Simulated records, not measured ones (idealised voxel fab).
process module | voxel capacitor over wiring
cross-section cut | 220 nm wide | cells 5 nm
A cross-section is a grid of square cells, given in bands from the top down. A band is one or more rows of cells.
Each band's line starts with the height of the band's top and of its bottom, in nm. Then come its materials from left to right, each with its width in nm. One material with "throughout" fills the band from edge to edge. "air" is empty space.
Height 0 is the level under which the wafer as received is all one material. The lowest band goes on downwards, as in "0 down".
A width such as "30 to 40" changes by the same amount from each row of cells to the next, from the band's top row to its bottom row.
"no change" after a step means that no cell of the cross-section changed.
closed voids: empty space of 8 cells or more with no open way to the top, each as width x height at its distance from the left edge, in nm
after a step's settings: what the simulator itself notes on the step
overlay nm, on a step with a mask: how far to the right of its planned place the mask lay; to the left if negative
plan
1 op RECEIVE | material Si
2 op CONFORMAL_DEP | material SiO2 | thk nm 15
3 op DIRECTIONAL_DEP | material TiN | thk nm 5
4 op DIRECTIONAL_DEP | material W | thk nm 20
5 op DIRECTIONAL_DEP | material aC | thk nm 10
6 op PATTERN | tone cover | mask id METAL_1 | material resist | width nm 20 | pitch nm 70 | thk nm 30 | overlay nm 0
7 op DIRECTIONAL_ETCH | etch materials aC | depth nm 10
8 op STRIP | etch materials resist
9 op DIRECTIONAL_ETCH | etch materials W | depth nm 20
10 op DIRECTIONAL_ETCH | etch materials TiN | depth nm 5
11 op STRIP | etch materials aC
12 op CONFORMAL_DEP | material SiCN | thk nm 5
13 op FILL_DEP | material lowk | thk nm 5
14 op CMP | height nm 40
15 op CONFORMAL_DEP | material SiCN | thk nm 5
16 op DIRECTIONAL_DEP | material lowk | thk nm 20
17 op PATTERN | tone open | mask id PLUG_1 | material resist | width nm 15 | thk nm 20 | overlay nm -15
18 op DIRECTIONAL_ETCH | etch materials lowk | depth nm 20
19 op DIRECTIONAL_ETCH | etch materials SiCN | depth nm 5
20 op STRIP | etch materials resist
21 op CONFORMAL_DEP | material TiN | thk nm 5
22 op FILL_DEP | material Ru | thk nm 5
23 op CMP | height nm 65
24 op DIRECTIONAL_DEP | material TiN | thk nm 10
25 op DIRECTIONAL_DEP | material HfO2 | thk nm 5
26 op DIRECTIONAL_DEP | material TiN | thk nm 10
27 op PATTERN | tone cover | mask id UPPER_PLATE | material resist | width nm 55 | thk nm 15 | overlay nm 0
28 op DIRECTIONAL_ETCH | etch materials TiN | depth nm 10
29 op DIRECTIONAL_ETCH | etch materials HfO2 | depth nm 5
30 op STRIP | etch materials resist
31 op PATTERN | tone cover | mask id LOWER_PLATE | material resist | width nm 65 | thk nm 15 | overlay nm 0
32 op DIRECTIONAL_ETCH | etch materials TiN | depth nm 10
33 op STRIP | etch materials resist
34 op FILL_DEP | material SiO2 | thk nm 15
35 op CMP | height nm 100
36 op DIRECTIONAL_DEP | material aC | thk nm 15
37 op PATTERN | tone open | mask id PLUG_2 | material resist | width nm 15 | thk nm 30 | overlay nm 0
38 op DIRECTIONAL_ETCH | etch materials aC | depth nm 15
39 op STRIP | etch materials resist
40 op DIRECTIONAL_ETCH | etch materials SiO2 | depth nm 10
41 op STRIP | etch materials aC
42 op CONFORMAL_DEP | material TiN | thk nm 5
43 op FILL_DEP | material Cu | thk nm 10
44 op CMP | height nm 100
45 op CONFORMAL_DEP | material SiN | thk nm 5
varied across the wafers: overlay nm of step 17. The plan shows the first wafer's value. All wafers start alike
first wafer as received, after step 1
  0 down: Si throughout
  closed voids: none
each wafer at the end: cells of each material gained (+) or lost (-) since it was received, then its closed voids
overlay nm -15 | +1 Cu | +11 HfO2 | +4 Ru | +93 SiCN | +44 SiN | +375 SiO2 | +72 TiN | +32 W | +292 lowk | closed voids: none
overlay nm -10 | +1 Cu | +11 HfO2 | +4 Ru | +93 SiCN | +44 SiN | +375 SiO2 | +72 TiN | +32 W | +292 lowk | closed voids: none
overlay nm -5 | +1 Cu | +11 HfO2 | +4 Ru | +93 SiCN | +44 SiN | +375 SiO2 | +72 TiN | +32 W | +292 lowk | closed voids: none
overlay nm 0 | +1 Cu | +11 HfO2 | +4 Ru | +93 SiCN | +44 SiN | +375 SiO2 | +72 TiN | +32 W | +292 lowk | closed voids: none
overlay nm 5 | +1 Cu | +11 HfO2 | +4 Ru | +93 SiCN | +44 SiN | +375 SiO2 | +72 TiN | +32 W | +292 lowk | closed voids: none
overlay nm 10 | +1 Cu | +11 HfO2 | +4 Ru | +93 SiCN | +44 SiN | +375 SiO2 | +72 TiN | +32 W | +292 lowk | closed voids: none
overlay nm 15 | +1 Cu | +11 HfO2 | +4 Ru | +93 SiCN | +44 SiN | +375 SiO2 | +72 TiN | +32 W | +292 lowk | closed voids: none
